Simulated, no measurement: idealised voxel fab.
Process module heading - voxel wiring stack
We display cut, a cross-section 210 nm in width whose square cells are each 5 nm.
Cross-section spec: square-cell grid; bands listed top down; each band is one or more rows. It is stipulated that each band's entry specify, in nanometres, the height of the top of the band and then that of its bottom, followed by the materials of the band in left-to-right sequence, each together with its width in nanometres. A single material marked by the word "everywhere" is understood to fill the band from edge to edge; the word "empty" is understood to denote empty space. The level at which height equals 0 is the one under which the wafer, as it arrives, is entirely one material. No lower edge exists for the bottom band, which continues downward and is notated as in "0 down". Think of "30..40" as a width that walks from the first number to the second as you go down the band, top row to bottom row, taking equal-sized steps from row to row. "no change occurred" -> step changed no cross-section cell. Each empty space that has no open way to the top and spans at least 8 cells appears under "Tabulated closed voids" as width x height at distance, the distance counted from the left edge, all in nm. On a step's line, text after the settings is the simulator commenting on that step. "overlay nm" on a masked step: distance the mask lay right of its planned place, negative for left.
Planned process steps:
1) RECEIVE (material Si)
2) CONFORMAL_DEP (material SiO2; thk nm 15)
3) DIRECTIONAL_DEP (material TiN; thk nm 5)
4) DIRECTIONAL_DEP (material W; thk nm 20)
5) DIRECTIONAL_DEP (material aC; thk nm 10)
6) PATTERN (tone cover; mask id METAL_1; material resist; width nm 20; pitch nm 40; thk nm 25; overlay nm 0)
7) DIRECTIONAL_ETCH (etch materials aC; depth nm 10)
8) STRIP (etch materials resist)
9) DIRECTIONAL_ETCH (etch materials W; depth nm 20)
10) DIRECTIONAL_ETCH (etch materials TiN; depth nm 5)
11) STRIP (etch materials aC)
12) CONFORMAL_DEP (material SiN; thk nm 5)
13) FILL_DEP (material lowk; thk nm 10)
14) CMP (height nm 40)
15) CONFORMAL_DEP (material SiCN; thk nm 5)
16) DIRECTIONAL_DEP (material lowk; thk nm 25)
17) PATTERN (tone open; mask id METAL_2; material resist; width nm 20; pitch nm 40; thk nm 15; overlay nm 0)
18) DIRECTIONAL_ETCH (etch materials lowk; depth nm 15)
19) STRIP (etch materials resist)
20) DIRECTIONAL_DEP (material aC; thk nm 15)
21) PATTERN (tone open; mask id METAL_2_HOLES; material resist; width nm 15; pitch nm 80; thk nm 30; overlay nm 0)
22) DIRECTIONAL_ETCH (etch materials aC; depth nm 15)
23) STRIP (etch materials resist)
24) DIRECTIONAL_ETCH (etch materials lowk; depth nm 10)
25) DIRECTIONAL_ETCH (etch materials SiCN; depth nm 5)
26) STRIP (etch materials aC)
27) CONFORMAL_DEP (material TiN; thk nm 5)
28) FILL_DEP (material Cu; thk nm 10)
29) CMP (height nm 70)
30) CONFORMAL_DEP (material SiCN; thk nm 5)
31) DIRECTIONAL_DEP (material lowk; thk nm 10)
32) MASKED_ETCH (tone open; mask id PLUG_2; width nm 15; pitch nm 80; etch materials lowk; depth nm 10; overlay nm 0)
33) MASKED_ETCH (tone open; mask id PLUG_2; width nm 15; pitch nm 80; etch materials SiCN; depth nm 5; overlay nm 0)
34) CONFORMAL_DEP (material TiN; thk nm 5)
35) FILL_DEP (material Cu; thk nm 10)
36) CMP (height nm 85)
37) CONFORMAL_DEP (material SiN; thk nm 5)
38) DIRECTIONAL_DEP (material SiO2; thk nm 20)
39) MASKED_ETCH (tone open; mask id METAL_3; width nm 20; pitch nm 40; etch materials SiO2; depth nm 20; overlay nm 0)
40) MASKED_ETCH (tone open; mask id METAL_3; width nm 20; pitch nm 40; etch materials SiN; depth nm 5; overlay nm 0)
41) CONFORMAL_DEP (material TiN; thk nm 5)
42) FILL_DEP (material Cu; thk nm 10)
43) CMP (height nm 110)
44) CONFORMAL_DEP (material SiCN; thk nm 5)
45) DIRECTIONAL_DEP (material lowk; thk nm 35)
46) PATTERN (tone open; mask id METAL_4_HOLES; material resist; width nm 15; pitch nm 40; thk nm 20; overlay nm 0)
47) DIRECTIONAL_ETCH (etch materials lowk; depth nm 35)
48) STRIP (etch materials resist)
49) DIRECTIONAL_DEP (material aC; thk nm 10)
50) PATTERN (tone open; mask id METAL_4; material resist; width nm 20; pitch nm 40; thk nm 25; overlay nm 0)
51) DIRECTIONAL_ETCH (etch materials aC; depth nm 10)
52) STRIP (etch materials resist)
53) DIRECTIONAL_ETCH (etch materials lowk; depth nm 20)
54) DIRECTIONAL_ETCH (etch materials SiCN; depth nm 5)
55) STRIP (etch materials aC)
56) CONFORMAL_DEP (material TiN; thk nm 5)
57) FILL_DEP (material Ru; thk nm 10)
58) CMP (height nm 150)
59) CONFORMAL_DEP (material SiN; thk nm 5)
As-received state of the wafer in cross-section, equivalent to post-step 1:
  0 down | Si everywhere
  Tabulated closed voids: none
Wafer cross-section at end of module: start and plan as shown above, one execution error:
  155 to 150 | SiN everywhere
  150 to 135 | lowk: 55 | TiN: 5 | Ru: 10 | TiN: 5 | lowk: 20 | TiN: 5 | Ru: 10 | TiN: 5 | lowk: 20 | TiN: 5 | Ru: 10 | TiN: 5 | lowk: 55
  135 to 130 | lowk: 55 | TiN: 5 | Ru: 5 | TiN: 10 | lowk: 20 | TiN: 5 | Ru: 5 | TiN: 10 | lowk: 20 | TiN: 5 | Ru: 5 | TiN: 10 | lowk: 55
  130 to 115 | lowk: 55 | TiN: 5 | Ru: 5 | TiN: 5 | lowk: 25 | TiN: 5 | Ru: 5 | TiN: 5 | lowk: 25 | TiN: 5 | Ru: 5 | TiN: 5 | lowk: 60
  115 to 110 | SiCN: 55 | TiN: 15 | SiCN: 25 | TiN: 15 | SiCN: 25 | TiN: 15 | SiCN: 60
  110 to 90 | SiO2: 55 | TiN: 5 | Cu: 10 | TiN: 5 | SiO2: 20 | TiN: 5 | Cu: 10 | TiN: 5 | SiO2: 20 | TiN: 5 | Cu: 10 | TiN: 5 | SiO2: 55
  90 to 85 | SiN: 55 | TiN: 20 | SiN: 20 | TiN: 20 | SiN: 20 | TiN: 20 | SiN: 55
  85 to 75 | lowk: 55 | TiN: 5 | Cu: 5 | TiN: 5 | lowk: 65 | TiN: 5 | Cu: 5 | TiN: 5 | lowk: 60
  75 to 70 | SiCN: 55 | TiN: 15 | SiCN: 65 | TiN: 15 | SiCN: 60
  70 to 60 | lowk: 55 | TiN: 5 | Cu: 10 | TiN: 5 | lowk: 20 | TiN: 5 | Cu: 10 | TiN: 5 | lowk: 20 | TiN: 5 | Cu: 10 | TiN: 5 | lowk: 55
  60 to 55 | lowk: 55 | TiN: 5 | Cu: 5 | TiN: 10 | lowk: 20 | TiN: 20 | lowk: 20 | TiN: 5 | Cu: 5 | TiN: 10 | lowk: 55
  55 to 45 | lowk: 55 | TiN: 5 | Cu: 5 | TiN: 5 | lowk: 65 | TiN: 5 | Cu: 5 | TiN: 5 | lowk: 60
  45 to 40 | SiCN: 55 | TiN: 15 | SiCN: 65 | TiN: 15 | SiCN: 60
  40 to 35 | lowk: 50 | SiN: 5 | W: 20 | SiN: 5 | lowk: 10 | SiN: 5 | W: 20 | SiN: 5 | lowk: 10 | SiN: 5 | W: 20 | SiN: 5 | lowk: 50
  35 to 30 | SiN: 55 | TiN: 20 | SiN: 20 | TiN: 20 | SiN: 20 | TiN: 20 | SiN: 55
  30 to 0 | SiO2 everywhere
  0 down | Si everywhere
  Tabulated closed voids: none
Misprocessing identified: step 2 from the plan got run twice
